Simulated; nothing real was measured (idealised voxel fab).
Process module heading - voxel spacer lines
Square cell edge 5 nm, section width 260 nm, ID cut.
Cross-section spec: square-cell grid; bands listed top down; each band is one or more rows.
Top, bottom (nm), then materials left to right with widths (nm); lone material tagged "everywhere" fills the whole band edge to edge; "air" = empty space.
It should be noted that heights are counted from 0, beneath which the wafer as supplied is of one material throughout, and that the lowest band possesses no lower boundary but continues downward, as written in "from 0 down".
The two numbers in a width such as "30 to 40" mark its ends across the band: the first belongs to the top row of cells, the second to the bottom row, and from each row to the next the width moves by the same amount.
When a step is marked "remains unaltered", none of the cells in the cross-section changed during that step.
Enclosed voids (no open way to top), threshold 8 cells or more, entry "Voids, enclosed", notation width x height at distance, distance from left edge, nm.
Where a step's line continues beyond its settings, the continuation is a remark by the simulator itself on that step.
Each step line may optionally specify "overlay nm", which for a step with a mask gives the rightward distance between the mask's planned place and where it lay, a negative value indicating the leftward direction.

-- Steps planned for the process
step 1: RECEIVE,material Si
step 2: CONFORMAL_DEP,material Al2O3,thk nm 5
step 3: DIRECTIONAL_DEP,material SiN,thk nm 10
step 4: DIRECTIONAL_DEP,material aC,thk nm 20
step 5: PATTERN,tone cover,mask id MANDREL,material resist,width nm 15,pitch nm 70,thk nm 30,overlay nm 0
step 6: DIRECTIONAL_ETCH,etch materials aC,depth nm 20
step 7: STRIP,etch materials resist
step 8: CONFORMAL_DEP,material SiO2,thk nm 10
step 9: DIRECTIONAL_ETCH,etch materials SiO2,depth nm 10
step 10: STRIP,etch materials aC
step 11: DIRECTIONAL_ETCH,etch materials SiN,depth nm 10
step 12: STRIP,etch materials SiO2
step 13: FILL_DEP,material SiO2,thk nm 10
step 14: CMP,height nm 15
Wafer-to-wafer difference: width nm, step 5. Common start. Plan = first wafer's value.

-- The first of several wafers in cross-section, exactly as it reached us after step 1
  from 0 down: Si everywhere
  Voids, enclosed: none

-- First of several wafers in cross-section at module end, following the final step, step 14
  from 15 to 5: 40 nm SiO2 | 10 nm SiN | 15 nm SiO2 | 10 nm SiN | 35 nm SiO2 | 10 nm SiN | 15 nm SiO2 | 10 nm SiN | 35 nm SiO2 | 10 nm SiN | 15 nm SiO2 | 10 nm SiN | 45 nm SiO2
  from 5 to 0: Al2O3 everywhere
  from 0 down: Si everywhere
  Voids, enclosed: none

-- Last-wafer cross-section at the end of the module
  from 15 to 5: 30 nm SiO2 | 10 nm SiN | 40 nm SiO2 | 10 nm SiN | 10 nm SiO2 | 10 nm SiN | 40 nm SiO2 | 10 nm SiN | 10 nm SiO2 | 10 nm SiN | 40 nm SiO2 | 10 nm SiN | 30 nm SiO2
  from 5 to 0: Al2O3 everywhere
  from 0 down: Si everywhere
  Voids, enclosed: none

-- Each row below is a wafer at the end of the module, listing for every material the number of cells it has gained (+) or lost (-) since it was received, followed by its closed voids
width nm 15 | +52 Al2O3 | +24 SiN | +80 SiO2 | Voids, enclosed: none
width nm 20 | +52 Al2O3 | +24 SiN | +80 SiO2 | Voids, enclosed: none
width nm 25 | +52 Al2O3 | +24 SiN | +80 SiO2 | Voids, enclosed: none
width nm 30 | +52 Al2O3 | +24 SiN | +80 SiO2 | Voids, enclosed: none
width nm 35 | +52 Al2O3 | +24 SiN | +80 SiO2 | Voids, enclosed: none
width nm 40 | +52 Al2O3 | +24 SiN | +80 SiO2 | Voids, enclosed: none
